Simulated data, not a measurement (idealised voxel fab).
process module | voxel transistor to metal
cross-section cut | 210 nm wide | cells 5 nm
A cross-section is a grid of square cells, given in bands from the top down. A band is one or more rows of cells.
Each band's line starts with the height of the band's top and of its bottom, in nm. Then come its materials from left to right, each with its width in nm. One material with "throughout" fills the band from edge to edge. "air" is empty space.
Height 0 is the level under which the wafer as received is all one material. The lowest band goes on downwards, as in "0 down".
A width such as "30 to 40" changes by the same amount from each row of cells to the next, from the band's top row to its bottom row.
"no change" after a step means that no cell of the cross-section changed.
closed voids: empty space of 8 cells or more with no open way to the top, each as width x height at its distance from the left edge, in nm
after a step's settings: what the simulator itself notes on the step
overlay nm, on a step with a mask: how far to the right of its planned place the mask lay; to the left if negative
plan
1 op RECEIVE | material Si
2 op CONFORMAL_DEP | material SiO2 | thk nm 5
3 op CONFORMAL_DEP | material SiN | thk nm 10
4 op DIRECTIONAL_DEP | material aC | thk nm 10
5 op PATTERN | tone cover | mask id ACTIVE | material resist | width nm 135 | thk nm 30 | overlay nm 0
6 op DIRECTIONAL_ETCH | etch materials aC | depth nm 10
7 op STRIP | etch materials resist
8 op DIRECTIONAL_ETCH | etch materials SiN | depth nm 10
9 op DIRECTIONAL_ETCH | etch materials SiO2 | depth nm 5
10 op DIRECTIONAL_ETCH | etch materials Si | depth nm 25
11 op STRIP | etch materials aC
12 op OXIDIZE | depth nm 5
13 op FILL_DEP | material SiO2 | thk nm 15
14 op CMP | height nm 15
15 op SELECTIVE_ETCH | etch materials SiO2 | depth nm 5
16 op STRIP | etch materials SiN
17 op SELECTIVE_ETCH | etch materials SiO2 | depth nm 5
18 op OXIDIZE | depth nm 5
19 op DIRECTIONAL_DEP | material polySi | thk nm 20
20 op DIRECTIONAL_DEP | material SiCN | thk nm 15
21 op DIRECTIONAL_DEP | material aC | thk nm 10
22 op PATTERN | tone cover | mask id GATE | material resist | width nm 35 | thk nm 25 | overlay nm 0
23 op DIRECTIONAL_ETCH | etch materials aC | depth nm 10
24 op STRIP | etch materials resist
25 op DIRECTIONAL_ETCH | etch materials SiCN | depth nm 25
26 op DIRECTIONAL_ETCH | etch materials polySi | depth nm 30
27 op STRIP | etch materials aC
28 op CONFORMAL_DEP | material SiO2 | thk nm 5
29 op DIRECTIONAL_ETCH | etch materials SiO2 | depth nm 5
30 op CONFORMAL_DEP | material SiN | thk nm 5
31 op DIRECTIONAL_ETCH | etch materials SiN | depth nm 5
32 op DIRECTIONAL_ETCH | etch materials SiO2 | depth nm 5
33 op EPI | material pSi | thk nm 5
34 op FILL_DEP | material SiO2 | thk nm 10
35 op CMP | height nm 20
36 op STRIP | etch materials polySi
37 op SELECTIVE_ETCH | etch materials SiO2 | depth nm 5
38 op CONFORMAL_DEP | material HfO2 | thk nm 5
39 op CONFORMAL_DEP | material TiN | thk nm 5
40 op FILL_DEP | material W | thk nm 10
41 op CMP | height nm 15
42 op DIRECTIONAL_DEP | material SiO2 | thk nm 15
43 op MASKED_ETCH | tone open | mask id CONTACT | width nm 20 | pitch nm 95 | etch materials SiO2 | depth nm 30 | overlay nm 0
44 op CONFORMAL_DEP | material TiN | thk nm 5
45 op FILL_DEP | material W | thk nm 10
46 op CMP | height nm 30
47 op CONFORMAL_DEP | material SiN | thk nm 5
48 op DIRECTIONAL_DEP | material SiO2 | thk nm 15
49 op PATTERN | tone open | mask id METAL_1 | material resist | width nm 20 | pitch nm 95 | thk nm 20 | overlay nm 0
50 op DIRECTIONAL_ETCH | etch materials SiO2 | depth nm 15
51 op DIRECTIONAL_ETCH | etch materials SiN | depth nm 5
52 op STRIP | etch materials resist
53 op CONFORMAL_DEP | material TiN | thk nm 5
54 op FILL_DEP | material Cu | thk nm 10
55 op CMP | height nm 50
56 op EPI | material Ru | thk nm 5
57 op FILL_DEP | material SiCN | thk nm 5
first wafer, as planned
as received, after step 1
  0 down: Si throughout
  closed voids: none
after step 2
  5 to 0: SiO2 throughout
  below 0: unchanged
after step 3
  15 to 5: SiN throughout
  below 5: unchanged
after step 4
  25 to 15: aC throughout
  below 15: unchanged
after step 5
  55 to 25: air 35 | resist 135 | air 40
  below 25: unchanged
after step 6
  45 to 25: air 35 | resist 135 | air 40
  25 to 15: air 35 | aC 135 | air 40
  below 15: unchanged
after step 7
  25 to 15: air 35 | aC 135 | air 40
  below 15: unchanged
after step 8
  25 to 15: air 35 | aC 135 | air 40
  15 to 5: air 35 | SiN 135 | air 40
  below 5: unchanged
after step 9
  25 to 15: air 35 | aC 135 | air 40
  15 to 5: air 35 | SiN 135 | air 40
  5 to 0: air 35 | SiO2 135 | air 40
  below 0: unchanged
after step 10
  25 to 15: air 35 | aC 135 | air 40
  15 to 5: air 35 | SiN 135 | air 40
  5 to 0: air 35 | SiO2 135 | air 40
  0 to -25: air 35 | Si 135 | air 40
  below -25: unchanged
after step 11
  15 to 5: air 35 | SiN 135 | air 40
  below 5: unchanged
after step 12
  15 to 5: air 35 | SiN 135 | air 40
  5 to 0: air 35 | SiO2 135 | air 40
  0 to -25: air 35 | SiO2 5 | Si 125 | SiO2 5 | air 40
  -25 to -30: SiO2 40 | Si 125 | SiO2 45
  below -30: unchanged
after step 13
  30 to 15: SiO2 throughout
  15 to 5: SiO2 35 | SiN 135 | SiO2 40
  5 to 0: SiO2 throughout
  0 to -30: SiO2 40 | Si 125 | SiO2 45
  below -30: unchanged
after step 14
  15 to 5: SiO2 35 | SiN 135 | SiO2 40
  below 5: unchanged
after step 15
  15 to 10: air 35 | SiN 135 | air 40
  below 10: unchanged
after step 16
  10 to 5: SiO2 35 | air 135 | SiO2 40
  below 5: unchanged
after step 17
  5 to 0: SiO2 30 | air 145 | SiO2 35
  below 0: unchanged
after step 18
  5 to 0: SiO2 30 | air 145 | SiO2 35
  0 to -5: SiO2 throughout
  below -5: unchanged
after step 19
  25 to 20: polySi 30 | air 145 | polySi 35
  20 to 5: polySi throughout
  5 to 0: SiO2 30 | polySi 145 | SiO2 35
  below 0: unchanged
after step 20
  40 to 35: SiCN 30 | air 145 | SiCN 35
  35 to 25: SiCN throughout
  25 to 20: polySi 30 | SiCN 145 | polySi 35
  below 20: unchanged
after step 21
  50 to 45: aC 30 | air 145 | aC 35
  45 to 40: aC throughout
  40 to 35: SiCN 30 | aC 145 | SiCN 35
  below 35: unchanged
after step 22
  75 to 50: air 85 | resist 35 | air 90
  50 to 45: aC 30 | air 55 | resist 35 | air 55 | aC 35
  below 45: unchanged
after step 23
  65 to 45: air 85 | resist 35 | air 90
  45 to 40: air 85 | aC 35 | air 90
  40 to 35: SiCN 30 | air 55 | aC 35 | air 55 | SiCN 35
  below 35: unchanged
after step 24
  45 to 40: air 85 | aC 35 | air 90
  below 40: unchanged
after step 25
  45 to 35: air 85 | aC 35 | air 90
  35 to 25: air 85 | SiCN 35 | air 90
  25 to 20: polySi 30 | air 55 | SiCN 35 | air 55 | polySi 35
  below 20: unchanged
after step 26
  45 to 35: air 85 | aC 35 | air 90
  35 to 20: air 85 | SiCN 35 | air 90
  20 to 5: air 85 | polySi 35 | air 90
  5 to 0: SiO2 30 | air 55 | polySi 35 | air 55 | SiO2 35
  below 0: unchanged
after step 27
  35 to 20: air 85 | SiCN 35 | air 90
  below 20: unchanged
after step 28
  40 to 35: air 80 | SiO2 45 | air 85
  35 to 20: air 80 | SiO2 5 | SiCN 35 | SiO2 5 | air 85
  20 to 10: air 80 | SiO2 5 | polySi 35 | SiO2 5 | air 85
  10 to 5: SiO2 35 | air 45 | SiO2 5 | polySi 35 | SiO2 5 | air 45 | SiO2 40
  5 to 0: SiO2 85 | polySi 35 | SiO2 90
  below 0: unchanged
after step 29
  35 to 20: air 80 | SiO2 5 | SiCN 35 | SiO2 5 | air 85
  20 to 5: air 80 | SiO2 5 | polySi 35 | SiO2 5 | air 85
  5 to 0: SiO2 35 | air 45 | SiO2 5 | polySi 35 | SiO2 5 | air 45 | SiO2 40
  below 0: unchanged
after step 30
  40 to 35: air 75 | SiN 55 | air 80
  35 to 20: air 75 | SiN 5 | SiO2 5 | SiCN 35 | SiO2 5 | SiN 5 | air 80
  20 to 10: air 75 | SiN 5 | SiO2 5 | polySi 35 | SiO2 5 | SiN 5 | air 80
  10 to 5: SiN 40 | air 35 | SiN 5 | SiO2 5 | polySi 35 | SiO2 5 | SiN 5 | air 35 | SiN 45
  5 to 0: SiO2 35 | SiN 45 | SiO2 5 | polySi 35 | SiO2 5 | SiN 45 | SiO2 40
  below 0: unchanged
after step 31
  35 to 20: air 75 | SiN 5 | SiO2 5 | SiCN 35 | SiO2 5 | SiN 5 | air 80
  20 to 5: air 75 | SiN 5 | SiO2 5 | polySi 35 | SiO2 5 | SiN 5 | air 80
  5 to 0: SiO2 35 | SiN 5 | air 35 | SiN 5 | SiO2 5 | polySi 35 | SiO2 5 | SiN 5 | air 35 | SiN 5 | SiO2 40
  below 0: unchanged
after step 32
  35 to 30: air 75 | SiN 5 | air 5 | SiCN 35 | air 5 | SiN 5 | air 80
  30 to 20: air 75 | SiN 5 | SiO2 5 | SiCN 35 | SiO2 5 | SiN 5 | air 80
  20 to 5: air 75 | SiN 5 | SiO2 5 | polySi 35 | SiO2 5 | SiN 5 | air 80
  5 to 0: air 35 | SiN 5 | air 35 | SiN 5 | SiO2 5 | polySi 35 | SiO2 5 | SiN 5 | air 35 | SiN 5 | air 40
  0 to -5: SiO2 40 | air 35 | SiO2 55 | air 35 | SiO2 45
  below -5: unchanged
after step 33
  35 to 30: air 75 | SiN 5 | air 5 | SiCN 35 | air 5 | SiN 5 | air 80
  30 to 20: air 75 | SiN 5 | SiO2 5 | SiCN 35 | SiO2 5 | SiN 5 | air 80
  20 to 5: air 75 | SiN 5 | SiO2 5 | polySi 35 | SiO2 5 | SiN 5 | air 80
  5 to 0: air 35 | SiN 5 | air 35 | SiN 5 | SiO2 5 | polySi 35 | SiO2 5 | SiN 5 | air 35 | SiN 5 | air 40
  0 to -5: SiO2 40 | pSi 35 | SiO2 55 | pSi 35 | SiO2 45
  below -5: unchanged
after step 34
  45 to 35: SiO2 throughout
  35 to 20: SiO2 75 | SiN 5 | SiO2 5 | SiCN 35 | SiO2 5 | SiN 5 | SiO2 80
  20 to 5: SiO2 75 | SiN 5 | SiO2 5 | polySi 35 | SiO2 5 | SiN 5 | SiO2 80
  5 to 0: SiO2 35 | SiN 5 | SiO2 35 | SiN 5 | SiO2 5 | polySi 35 | SiO2 5 | SiN 5 | SiO2 35 | SiN 5 | SiO2 40
  below 0: unchanged
after step 35
  20 to 5: SiO2 75 | SiN 5 | SiO2 5 | polySi 35 | SiO2 5 | SiN 5 | SiO2 80
  below 5: unchanged
after step 36
  20 to 5: SiO2 75 | SiN 5 | SiO2 5 | air 35 | SiO2 5 | SiN 5 | SiO2 80
  5 to 0: SiO2 35 | SiN 5 | SiO2 35 | SiN 5 | SiO2 5 | air 35 | SiO2 5 | SiN 5 | SiO2 35 | SiN 5 | SiO2 40
  below 0: unchanged
after step 37
  20 to 15: air 75 | SiN 5 | air 45 | SiN 5 | air 80
  15 to 5: SiO2 75 | SiN 5 | air 45 | SiN 5 | SiO2 80
  5 to 0: SiO2 35 | SiN 5 | SiO2 35 | SiN 5 | air 45 | SiN 5 | SiO2 35 | SiN 5 | SiO2 40
  0 to -5: SiO2 40 | pSi 35 | SiO2 5 | air 45 | SiO2 5 | pSi 35 | SiO2 45
  below -5: unchanged
after step 38
  25 to 20: air 70 | HfO2 15 | air 35 | HfO2 15 | air 75
  20 to 15: HfO2 75 | SiN 5 | HfO2 5 | air 35 | HfO2 5 | SiN 5 | HfO2 80
  15 to 5: SiO2 75 | SiN 5 | HfO2 5 | air 35 | HfO2 5 | SiN 5 | SiO2 80
  5 to 0: SiO2 35 | SiN 5 | SiO2 35 | SiN 5 | HfO2 5 | air 35 | HfO2 5 | SiN 5 | SiO2 35 | SiN 5 | SiO2 40
  0 to -5: SiO2 40 | pSi 35 | SiO2 5 | HfO2 45 | SiO2 5 | pSi 35 | SiO2 45
  below -5: unchanged
after step 39
  30 to 25: air 65 | TiN 25 | air 25 | TiN 25 | air 70
  25 to 20: TiN 70 | HfO2 15 | TiN 5 | air 25 | TiN 5 | HfO2 15 | TiN 75
  20 to 15: HfO2 75 | SiN 5 | HfO2 5 | TiN 5 | air 25 | TiN 5 | HfO2 5 | SiN 5 | HfO2 80
  15 to 5: SiO2 75 | SiN 5 | HfO2 5 | TiN 5 | air 25 | TiN 5 | HfO2 5 | SiN 5 | SiO2 80
  5 to 0: SiO2 35 | SiN 5 | SiO2 35 | SiN 5 | HfO2 5 | TiN 35 | HfO2 5 | SiN 5 | SiO2 35 | SiN 5 | SiO2 40
  below 0: unchanged
after step 40
  40 to 30: W throughout
  30 to 25: W 65 | TiN 25 | W 25 | TiN 25 | W 70
  25 to 20: TiN 70 | HfO2 15 | TiN 5 | W 25 | TiN 5 | HfO2 15 | TiN 75
  20 to 15: HfO2 75 | SiN 5 | HfO2 5 | TiN 5 | W 25 | TiN 5 | HfO2 5 | SiN 5 | HfO2 80
  15 to 5: SiO2 75 | SiN 5 | HfO2 5 | TiN 5 | W 25 | TiN 5 | HfO2 5 | SiN 5 | SiO2 80
  below 5: unchanged
after step 41
  15 to 5: SiO2 75 | SiN 5 | HfO2 5 | TiN 5 | W 25 | TiN 5 | HfO2 5 | SiN 5 | SiO2 80
  below 5: unchanged
after step 42
  30 to 15: SiO2 throughout
  below 15: unchanged
after step 43
  30 to 15: SiO2 45 | air 20 | SiO2 75 | air 20 | SiO2 50
  15 to 5: SiO2 45 | air 20 | SiO2 10 | SiN 5 | HfO2 5 | TiN 5 | W 25 | TiN 5 | HfO2 5 | SiN 5 | SiO2 10 | air 20 | SiO2 50
  5 to 0: SiO2 35 | SiN 5 | SiO2 5 | air 20 | SiO2 10 | SiN 5 | HfO2 5 | TiN 35 | HfO2 5 | SiN 5 | SiO2 10 | air 20 | SiO2 5 | SiN 5 | SiO2 40
  below 0: unchanged
after step 44
  35 to 30: TiN 50 | air 10 | TiN 85 | air 10 | TiN 55
  30 to 15: SiO2 45 | TiN 5 | air 10 | TiN 5 | SiO2 75 | TiN 5 | air 10 | TiN 5 | SiO2 50
  15 to 5: SiO2 45 | TiN 5 | air 10 | TiN 5 | SiO2 10 | SiN 5 | HfO2 5 | TiN 5 | W 25 | TiN 5 | HfO2 5 | SiN 5 | SiO2 10 | TiN 5 | air 10 | TiN 5 | SiO2 50
  5 to 0: SiO2 35 | SiN 5 | SiO2 5 | TiN 20 | SiO2 10 | SiN 5 | HfO2 5 | TiN 35 | HfO2 5 | SiN 5 | SiO2 10 | TiN 20 | SiO2 5 | SiN 5 | SiO2 40
  below 0: unchanged
after step 45
  45 to 35: W throughout
  35 to 30: TiN 50 | W 10 | TiN 85 | W 10 | TiN 55
  30 to 15: SiO2 45 | TiN 5 | W 10 | TiN 5 | SiO2 75 | TiN 5 | W 10 | TiN 5 | SiO2 50
  15 to 5: SiO2 45 | TiN 5 | W 10 | TiN 5 | SiO2 10 | SiN 5 | HfO2 5 | TiN 5 | W 25 | TiN 5 | HfO2 5 | SiN 5 | SiO2 10 | TiN 5 | W 10 | TiN 5 | SiO2 50
  below 5: unchanged
after step 46
  30 to 15: SiO2 45 | TiN 5 | W 10 | TiN 5 | SiO2 75 | TiN 5 | W 10 | TiN 5 | SiO2 50
  below 15: unchanged
after step 47
  35 to 30: SiN throughout
  below 30: unchanged
after step 48
  50 to 35: SiO2 throughout
  below 35: unchanged
after step 49
  70 to 50: resist 45 | air 20 | resist 75 | air 20 | resist 50
  below 50: unchanged
after step 50
  70 to 50: resist 45 | air 20 | resist 75 | air 20 | resist 50
  50 to 35: SiO2 45 | air 20 | SiO2 75 | air 20 | SiO2 50
  below 35: unchanged
after step 51
  70 to 50: resist 45 | air 20 | resist 75 | air 20 | resist 50
  50 to 35: SiO2 45 | air 20 | SiO2 75 | air 20 | SiO2 50
  35 to 30: SiN 45 | air 20 | SiN 75 | air 20 | SiN 50
  below 30: unchanged
after step 52
  50 to 35: SiO2 45 | air 20 | SiO2 75 | air 20 | SiO2 50
  below 35: unchanged
after step 53
  55 to 50: TiN 50 | air 10 | TiN 85 | air 10 | TiN 55
  50 to 35: SiO2 45 | TiN 5 | air 10 | TiN 5 | SiO2 75 | TiN 5 | air 10 | TiN 5 | SiO2 50
  35 to 30: SiN 45 | TiN 20 | SiN 75 | TiN 20 | SiN 50
  below 30: unchanged
after step 54
  65 to 55: Cu throughout
  55 to 50: TiN 50 | Cu 10 | TiN 85 | Cu 10 | TiN 55
  50 to 35: SiO2 45 | TiN 5 | Cu 10 | TiN 5 | SiO2 75 | TiN 5 | Cu 10 | TiN 5 | SiO2 50
  below 35: unchanged
after step 55
  50 to 35: SiO2 45 | TiN 5 | Cu 10 | TiN 5 | SiO2 75 | TiN 5 | Cu 10 | TiN 5 | SiO2 50
  below 35: unchanged
after step 56
  55 to 50: air 40 | Ru 30 | air 65 | Ru 30 | air 45
  below 50: unchanged
after step 57
  60 to 55: SiCN throughout
  55 to 50: SiCN 40 | Ru 30 | SiCN 65 | Ru 30 | SiCN 45
  below 50: unchanged
second wafer: like start, like plan, one mistake. Through step 9 it matches the first wafer
when step 10 should have ended
  25 to 15: air 35 | aC 135 | air 40
  15 to 5: air 35 | SiN 135 | air 40
  5 to 0: air 35 | SiO2 135 | air 40
  0 to -50: air 35 | Si 135 | air 40
  below -50: unchanged
when step 11 should have ended
  15 to 5: air 35 | SiN 135 | air 40
  below 5: unchanged
when step 12 should have ended
  15 to 5: air 35 | SiN 135 | air 40
  5 to 0: air 35 | SiO2 135 | air 40
  0 to -50: air 35 | SiO2 5 | Si 125 | SiO2 5 | air 40
  -50 to -55: SiO2 40 | Si 125 | SiO2 45
  below -55: unchanged
when step 13 should have ended
  30 to 15: SiO2 throughout
  15 to 5: SiO2 35 | SiN 135 | SiO2 40
  5 to 0: SiO2 throughout
  0 to -55: SiO2 40 | Si 125 | SiO2 45
  below -55: unchanged
when step 14 should have ended
  15 to 5: SiO2 35 | SiN 135 | SiO2 40
  below 5: unchanged
when step 15 should have ended
  15 to 10: air 35 | SiN 135 | air 40
  below 10: unchanged
when step 16 should have ended
  10 to 5: SiO2 35 | air 135 | SiO2 40
  below 5: unchanged
when step 17 should have ended
  5 to 0: SiO2 30 | air 145 | SiO2 35
  below 0: unchanged
when step 18 should have ended
  5 to 0: SiO2 30 | air 145 | SiO2 35
  0 to -5: SiO2 throughout
  below -5: unchanged
when step 19 should have ended
  25 to 20: polySi 30 | air 145 | polySi 35
  20 to 5: polySi throughout
  5 to 0: SiO2 30 | polySi 145 | SiO2 35
  below 0: unchanged
when step 20 should have ended
  40 to 35: SiCN 30 | air 145 | SiCN 35
  35 to 25: SiCN throughout
  25 to 20: polySi 30 | SiCN 145 | polySi 35
  below 20: unchanged
when step 21 should have ended
  50 to 45: aC 30 | air 145 | aC 35
  45 to 40: aC throughout
  40 to 35: SiCN 30 | aC 145 | SiCN 35
  below 35: unchanged
when step 22 should have ended
  75 to 50: air 85 | resist 35 | air 90
  50 to 45: aC 30 | air 55 | resist 35 | air 55 | aC 35
  below 45: unchanged
when step 23 should have ended
  65 to 45: air 85 | resist 35 | air 90
  45 to 40: air 85 | aC 35 | air 90
  40 to 35: SiCN 30 | air 55 | aC 35 | air 55 | SiCN 35
  below 35: unchanged
when step 24 should have ended
  45 to 40: air 85 | aC 35 | air 90
  below 40: unchanged
when step 25 should have ended
  45 to 35: air 85 | aC 35 | air 90
  35 to 25: air 85 | SiCN 35 | air 90
  25 to 20: polySi 30 | air 55 | SiCN 35 | air 55 | polySi 35
  below 20: unchanged
when step 26 should have ended
  45 to 35: air 85 | aC 35 | air 90
  35 to 20: air 85 | SiCN 35 | air 90
  20 to 5: air 85 | polySi 35 | air 90
  5 to 0: SiO2 30 | air 55 | polySi 35 | air 55 | SiO2 35
  below 0: unchanged
when step 27 should have ended
  35 to 20: air 85 | SiCN 35 | air 90
  below 20: unchanged
when step 28 should have ended
  40 to 35: air 80 | SiO2 45 | air 85
  35 to 20: air 80 | SiO2 5 | SiCN 35 | SiO2 5 | air 85
  20 to 10: air 80 | SiO2 5 | polySi 35 | SiO2 5 | air 85
  10 to 5: SiO2 35 | air 45 | SiO2 5 | polySi 35 | SiO2 5 | air 45 | SiO2 40
  5 to 0: SiO2 85 | polySi 35 | SiO2 90
  below 0: unchanged
when step 29 should have ended
  35 to 20: air 80 | SiO2 5 | SiCN 35 | SiO2 5 | air 85
  20 to 5: air 80 | SiO2 5 | polySi 35 | SiO2 5 | air 85
  5 to 0: SiO2 35 | air 45 | SiO2 5 | polySi 35 | SiO2 5 | air 45 | SiO2 40
  below 0: unchanged
when step 30 should have ended
  40 to 35: air 75 | SiN 55 | air 80
  35 to 20: air 75 | SiN 5 | SiO2 5 | SiCN 35 | SiO2 5 | SiN 5 | air 80
  20 to 10: air 75 | SiN 5 | SiO2 5 | polySi 35 | SiO2 5 | SiN 5 | air 80
  10 to 5: SiN 40 | air 35 | SiN 5 | SiO2 5 | polySi 35 | SiO2 5 | SiN 5 | air 35 | SiN 45
  5 to 0: SiO2 35 | SiN 45 | SiO2 5 | polySi 35 | SiO2 5 | SiN 45 | SiO2 40
  below 0: unchanged
when step 31 should have ended
  35 to 20: air 75 | SiN 5 | SiO2 5 | SiCN 35 | SiO2 5 | SiN 5 | air 80
  20 to 5: air 75 | SiN 5 | SiO2 5 | polySi 35 | SiO2 5 | SiN 5 | air 80
  5 to 0: SiO2 35 | SiN 5 | air 35 | SiN 5 | SiO2 5 | polySi 35 | SiO2 5 | SiN 5 | air 35 | SiN 5 | SiO2 40
  below 0: unchanged
when step 32 should have ended
  35 to 30: air 75 | SiN 5 | air 5 | SiCN 35 | air 5 | SiN 5 | air 80
  30 to 20: air 75 | SiN 5 | SiO2 5 | SiCN 35 | SiO2 5 | SiN 5 | air 80
  20 to 5: air 75 | SiN 5 | SiO2 5 | polySi 35 | SiO2 5 | SiN 5 | air 80
  5 to 0: air 35 | SiN 5 | air 35 | SiN 5 | SiO2 5 | polySi 35 | SiO2 5 | SiN 5 | air 35 | SiN 5 | air 40
  0 to -5: SiO2 40 | air 35 | SiO2 55 | air 35 | SiO2 45
  below -5: unchanged
when step 33 should have ended
  35 to 30: air 75 | SiN 5 | air 5 | SiCN 35 | air 5 | SiN 5 | air 80
  30 to 20: air 75 | SiN 5 | SiO2 5 | SiCN 35 | SiO2 5 | SiN 5 | air 80
  20 to 5: air 75 | SiN 5 | SiO2 5 | polySi 35 | SiO2 5 | SiN 5 | air 80
  5 to 0: air 35 | SiN 5 | air 35 | SiN 5 | SiO2 5 | polySi 35 | SiO2 5 | SiN 5 | air 35 | SiN 5 | air 40
  0 to -5: SiO2 40 | pSi 35 | SiO2 55 | pSi 35 | SiO2 45
  below -5: unchanged
when step 34 should have ended
  45 to 35: SiO2 throughout
  35 to 20: SiO2 75 | SiN 5 | SiO2 5 | SiCN 35 | SiO2 5 | SiN 5 | SiO2 80
  20 to 5: SiO2 75 | SiN 5 | SiO2 5 | polySi 35 | SiO2 5 | SiN 5 | SiO2 80
  5 to 0: SiO2 35 | SiN 5 | SiO2 35 | SiN 5 | SiO2 5 | polySi 35 | SiO2 5 | SiN 5 | SiO2 35 | SiN 5 | SiO2 40
  below 0: unchanged
when step 35 should have ended
  20 to 5: SiO2 75 | SiN 5 | SiO2 5 | polySi 35 | SiO2 5 | SiN 5 | SiO2 80
  below 5: unchanged
when step 36 should have ended
  20 to 5: SiO2 75 | SiN 5 | SiO2 5 | air 35 | SiO2 5 | SiN 5 | SiO2 80
  5 to 0: SiO2 35 | SiN 5 | SiO2 35 | SiN 5 | SiO2 5 | air 35 | SiO2 5 | SiN 5 | SiO2 35 | SiN 5 | SiO2 40
  below 0: unchanged
when step 37 should have ended
  20 to 15: air 75 | SiN 5 | air 45 | SiN 5 | air 80
  15 to 5: SiO2 75 | SiN 5 | air 45 | SiN 5 | SiO2 80
  5 to 0: SiO2 35 | SiN 5 | SiO2 35 | SiN 5 | air 45 | SiN 5 | SiO2 35 | SiN 5 | SiO2 40
  0 to -5: SiO2 40 | pSi 35 | SiO2 5 | air 45 | SiO2 5 | pSi 35 | SiO2 45
  below -5: unchanged
when step 38 should have ended
  25 to 20: air 70 | HfO2 15 | air 35 | HfO2 15 | air 75
  20 to 15: HfO2 75 | SiN 5 | HfO2 5 | air 35 | HfO2 5 | SiN 5 | HfO2 80
  15 to 5: SiO2 75 | SiN 5 | HfO2 5 | air 35 | HfO2 5 | SiN 5 | SiO2 80
  5 to 0: SiO2 35 | SiN 5 | SiO2 35 | SiN 5 | HfO2 5 | air 35 | HfO2 5 | SiN 5 | SiO2 35 | SiN 5 | SiO2 40
  0 to -5: SiO2 40 | pSi 35 | SiO2 5 | HfO2 45 | SiO2 5 | pSi 35 | SiO2 45
  below -5: unchanged
when step 39 should have ended
  30 to 25: air 65 | TiN 25 | air 25 | TiN 25 | air 70
  25 to 20: TiN 70 | HfO2 15 | TiN 5 | air 25 | TiN 5 | HfO2 15 | TiN 75
  20 to 15: HfO2 75 | SiN 5 | HfO2 5 | TiN 5 | air 25 | TiN 5 | HfO2 5 | SiN 5 | HfO2 80
  15 to 5: SiO2 75 | SiN 5 | HfO2 5 | TiN 5 | air 25 | TiN 5 | HfO2 5 | SiN 5 | SiO2 80
  5 to 0: SiO2 35 | SiN 5 | SiO2 35 | SiN 5 | HfO2 5 | TiN 35 | HfO2 5 | SiN 5 | SiO2 35 | SiN 5 | SiO2 40
  below 0: unchanged
when step 40 should have ended
  40 to 30: W throughout
  30 to 25: W 65 | TiN 25 | W 25 | TiN 25 | W 70
  25 to 20: TiN 70 | HfO2 15 | TiN 5 | W 25 | TiN 5 | HfO2 15 | TiN 75
  20 to 15: HfO2 75 | SiN 5 | HfO2 5 | TiN 5 | W 25 | TiN 5 | HfO2 5 | SiN 5 | HfO2 80
  15 to 5: SiO2 75 | SiN 5 | HfO2 5 | TiN 5 | W 25 | TiN 5 | HfO2 5 | SiN 5 | SiO2 80
  below 5: unchanged
when step 41 should have ended
  15 to 5: SiO2 75 | SiN 5 | HfO2 5 | TiN 5 | W 25 | TiN 5 | HfO2 5 | SiN 5 | SiO2 80
  below 5: unchanged
when step 42 should have ended
  30 to 15: SiO2 throughout
  below 15: unchanged
when step 43 should have ended
  30 to 15: SiO2 45 | air 20 | SiO2 75 | air 20 | SiO2 50
  15 to 5: SiO2 45 | air 20 | SiO2 10 | SiN 5 | HfO2 5 | TiN 5 | W 25 | TiN 5 | HfO2 5 | SiN 5 | SiO2 10 | air 20 | SiO2 50
  5 to 0: SiO2 35 | SiN 5 | SiO2 5 | air 20 | SiO2 10 | SiN 5 | HfO2 5 | TiN 35 | HfO2 5 | SiN 5 | SiO2 10 | air 20 | SiO2 5 | SiN 5 | SiO2 40
  below 0: unchanged
when step 44 should have ended
  35 to 30: TiN 50 | air 10 | TiN 85 | air 10 | TiN 55
  30 to 15: SiO2 45 | TiN 5 | air 10 | TiN 5 | SiO2 75 | TiN 5 | air 10 | TiN 5 | SiO2 50
  15 to 5: SiO2 45 | TiN 5 | air 10 | TiN 5 | SiO2 10 | SiN 5 | HfO2 5 | TiN 5 | W 25 | TiN 5 | HfO2 5 | SiN 5 | SiO2 10 | TiN 5 | air 10 | TiN 5 | SiO2 50
  5 to 0: SiO2 35 | SiN 5 | SiO2 5 | TiN 20 | SiO2 10 | SiN 5 | HfO2 5 | TiN 35 | HfO2 5 | SiN 5 | SiO2 10 | TiN 20 | SiO2 5 | SiN 5 | SiO2 40
  below 0: unchanged
when step 45 should have ended
  45 to 35: W throughout
  35 to 30: TiN 50 | W 10 | TiN 85 | W 10 | TiN 55
  30 to 15: SiO2 45 | TiN 5 | W 10 | TiN 5 | SiO2 75 | TiN 5 | W 10 | TiN 5 | SiO2 50
  15 to 5: SiO2 45 | TiN 5 | W 10 | TiN 5 | SiO2 10 | SiN 5 | HfO2 5 | TiN 5 | W 25 | TiN 5 | HfO2 5 | SiN 5 | SiO2 10 | TiN 5 | W 10 | TiN 5 | SiO2 50
  below 5: unchanged
when step 46 should have ended
  30 to 15: SiO2 45 | TiN 5 | W 10 | TiN 5 | SiO2 75 | TiN 5 | W 10 | TiN 5 | SiO2 50
  below 15: unchanged
when step 47 should have ended
  35 to 30: SiN throughout
  below 30: unchanged
when step 48 should have ended
  50 to 35: SiO2 throughout
  below 35: unchanged
when step 49 should have ended
  70 to 50: resist 45 | air 20 | resist 75 | air 20 | resist 50
  below 50: unchanged
when step 50 should have ended
  70 to 50: resist 45 | air 20 | resist 75 | air 20 | resist 50
  50 to 35: SiO2 45 | air 20 | SiO2 75 | air 20 | SiO2 50
  below 35: unchanged
when step 51 should have ended
  70 to 50: resist 45 | air 20 | resist 75 | air 20 | resist 50
  50 to 35: SiO2 45 | air 20 | SiO2 75 | air 20 | SiO2 50
  35 to 30: SiN 45 | air 20 | SiN 75 | air 20 | SiN 50
  below 30: unchanged
when step 52 should have ended
  50 to 35: SiO2 45 | air 20 | SiO2 75 | air 20 | SiO2 50
  below 35: unchanged
when step 53 should have ended
  55 to 50: TiN 50 | air 10 | TiN 85 | air 10 | TiN 55
  50 to 35: SiO2 45 | TiN 5 | air 10 | TiN 5 | SiO2 75 | TiN 5 | air 10 | TiN 5 | SiO2 50
  35 to 30: SiN 45 | TiN 20 | SiN 75 | TiN 20 | SiN 50
  below 30: unchanged
when step 54 should have ended
  65 to 55: Cu throughout
  55 to 50: TiN 50 | Cu 10 | TiN 85 | Cu 10 | TiN 55
  50 to 35: SiO2 45 | TiN 5 | Cu 10 | TiN 5 | SiO2 75 | TiN 5 | Cu 10 | TiN 5 | SiO2 50
  below 35: unchanged
when step 55 should have ended
  50 to 35: SiO2 45 | TiN 5 | Cu 10 | TiN 5 | SiO2 75 | TiN 5 | Cu 10 | TiN 5 | SiO2 50
  below 35: unchanged
when step 56 should have ended
  55 to 50: air 40 | Ru 30 | air 65 | Ru 30 | air 45
  below 50: unchanged
when step 57 should have ended
  60 to 55: SiCN throughout
  55 to 50: SiCN 40 | Ru 30 | SiCN 65 | Ru 30 | SiCN 45
  below 50: unchanged
what went wrong: step 10 was run twice
at the end the second wafer has, in cells: 85 fewer of Si | 85 more of SiO2
